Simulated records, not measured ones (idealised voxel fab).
Title: Process Module voxel double patterning
For reference, the cross-section in this document is cut, with width 235 nm and square cells of 5 nm.
We lay out every cross-section as a grid of square cells and spell it out in bands from the top down, where one band means one or more rows of cells. Quick guide to a band line: top height, bottom height (nm) up front; then every material left to right with its width in nm. Only one material and it's marked "edge to edge"? Then it fills the band edge to edge. And "air" just means empty space. The level at which height equals 0 is the one under which the wafer, as it arrives, is entirely one material. No lower edge exists for the bottom band, which continues downward and is notated as in "from 0 down". The two numbers in a width such as "30..40" mark its ends across the band: the first belongs to the top row of cells, the second to the bottom row, and from each row to the next the width moves by the same amount. "remained unchanged" means the step left every cell of the cross-section as it was. So "Closed void table" is basically the list of trapped voids: any empty space of 8 cells or more that can't reach the top through an opening. They're written width x height at distance, the distance being from the left edge, and it's all nm. On each step's line, the part that comes after the settings is the simulator's own comment on the step. Steps that use a mask can have "overlay nm" on their line. It says how far the mask sat to the right of where it was meant to be. Negative means to the left.
-- The steps planned for the process are as follows
1. RECEIVE,material Si
2. CONFORMAL_DEP,material SiO2,thk nm 5
3. DIRECTIONAL_DEP,material W,thk nm 15
4. DIRECTIONAL_DEP,material SiCN,thk nm 10
5. PATTERN,tone open,mask id FIRST,material resist,width nm 15,pitch nm 50,thk nm 20,overlay nm 0
6. DIRECTIONAL_ETCH,etch materials SiCN,depth nm 10
7. STRIP,etch materials resist
8. MASKED_ETCH,tone open,mask id SECOND,width nm 15,pitch nm 50,etch materials SiCN,depth nm 10,overlay nm 0
9. DIRECTIONAL_ETCH,etch materials W,depth nm 15
10. STRIP,etch materials SiCN
-- First wafer out of two, processed as planned
-- Cross-section of the wafer as it came to us, i.e., already through step 1
- from 0 down | Si edge to edge
- Closed void table: none
-- Take a look at the wafer's cross-section after step 2
- from 5 to 0 | SiO2 edge to edge
- Lower than 0, everything is as it was.
-- Take a look at the wafer's cross-section after step 3
- from 20 to 5 | W edge to edge
- Lower than 5, everything is as it was.
-- Take a look at the wafer's cross-section after step 4
- from 30 to 20 | SiCN edge to edge
- Lower than 20, everything is as it was.
-- Take a look at the wafer's cross-section after step 5
- from 50 to 30 | resist: 60; air: 15; resist: 35; air: 15; resist: 35; air: 15; resist: 60
- Lower than 30, everything is as it was.
-- Take a look at the wafer's cross-section after step 6
- from 50 to 30 | resist: 60; air: 15; resist: 35; air: 15; resist: 35; air: 15; resist: 60
- from 30 to 20 | SiCN: 60; air: 15; SiCN: 35; air: 15; SiCN: 35; air: 15; SiCN: 60
- Lower than 20, everything is as it was.
-- Take a look at the wafer's cross-section after step 7
- from 30 to 20 | SiCN: 60; air: 15; SiCN: 35; air: 15; SiCN: 35; air: 15; SiCN: 60
- Lower than 20, everything is as it was.
-- Take a look at the wafer's cross-section after step 8
- from 30 to 20 | SiCN: 60; air: 15; SiCN: 10; air: 15; SiCN: 10; air: 15; SiCN: 10; air: 15; SiCN: 10; air: 15; SiCN: 60
- Lower than 20, everything is as it was.
-- Take a look at the wafer's cross-section after step 9
- from 30 to 20 | SiCN: 60; air: 15; SiCN: 10; air: 15; SiCN: 10; air: 15; SiCN: 10; air: 15; SiCN: 10; air: 15; SiCN: 60
- from 20 to 5 | W: 60; air: 15; W: 10; air: 15; W: 10; air: 15; W: 10; air: 15; W: 10; air: 15; W: 60
- Lower than 5, everything is as it was.
-- Take a look at the wafer's cross-section after step 10
- from 20 to 5 | W: 60; air: 15; W: 10; air: 15; W: 10; air: 15; W: 10; air: 15; W: 10; air: 15; W: 60
- Lower than 5, everything is as it was.
-- Second Wafer (Identical Start and Plan, One Processing Error; Matches First Wafer Through Step 4)
-- Second wafer shown in cross-section at the time step 5 was slated to end
- from 50 to 30 | resist: 55; air: 25; resist: 25; air: 25; resist: 25; air: 25; resist: 55
- Lower than 30, everything is as it was.
-- Second wafer shown in cross-section at the time step 6 was slated to end
- from 50 to 30 | resist: 55; air: 25; resist: 25; air: 25; resist: 25; air: 25; resist: 55
- from 30 to 20 | SiCN: 55; air: 25; SiCN: 25; air: 25; SiCN: 25; air: 25; SiCN: 55
- Lower than 20, everything is as it was.
-- Second wafer shown in cross-section at the time step 7 was slated to end
- from 30 to 20 | SiCN: 55; air: 25; SiCN: 25; air: 25; SiCN: 25; air: 25; SiCN: 55
- Lower than 20, everything is as it was.
-- Second wafer shown in cross-section at the time step 8 was slated to end
- from 30 to 20 | SiCN: 55; air: 25; SiCN: 5; air: 15; SiCN: 5; air: 25; SiCN: 5; air: 15; SiCN: 5; air: 25; SiCN: 55
- Lower than 20, everything is as it was.
-- Second wafer shown in cross-section at the time step 9 was slated to end
- from 30 to 20 | SiCN: 55; air: 25; SiCN: 5; air: 15; SiCN: 5; air: 25; SiCN: 5; air: 15; SiCN: 5; air: 25; SiCN: 55
- from 20 to 5 | W: 55; air: 25; W: 5; air: 15; W: 5; air: 25; W: 5; air: 15; W: 5; air: 25; W: 55
- Lower than 5, everything is as it was.
-- Second wafer shown in cross-section at the time step 10 was slated to end
- from 20 to 5 | W: 55; air: 25; W: 5; air: 15; W: 5; air: 25; W: 5; air: 15; W: 5; air: 25; W: 55
- Lower than 5, everything is as it was.
Plan not followed: step 5 changed vs plan, executed as PATTERN,tone open,mask id FIRST,material resist,width nm 25,pitch nm 50,thk nm 20,overlay nm 0
Wrapping up, a cell-based count of both wafers puts the second over or under the first for these materials: W: 18 fewer
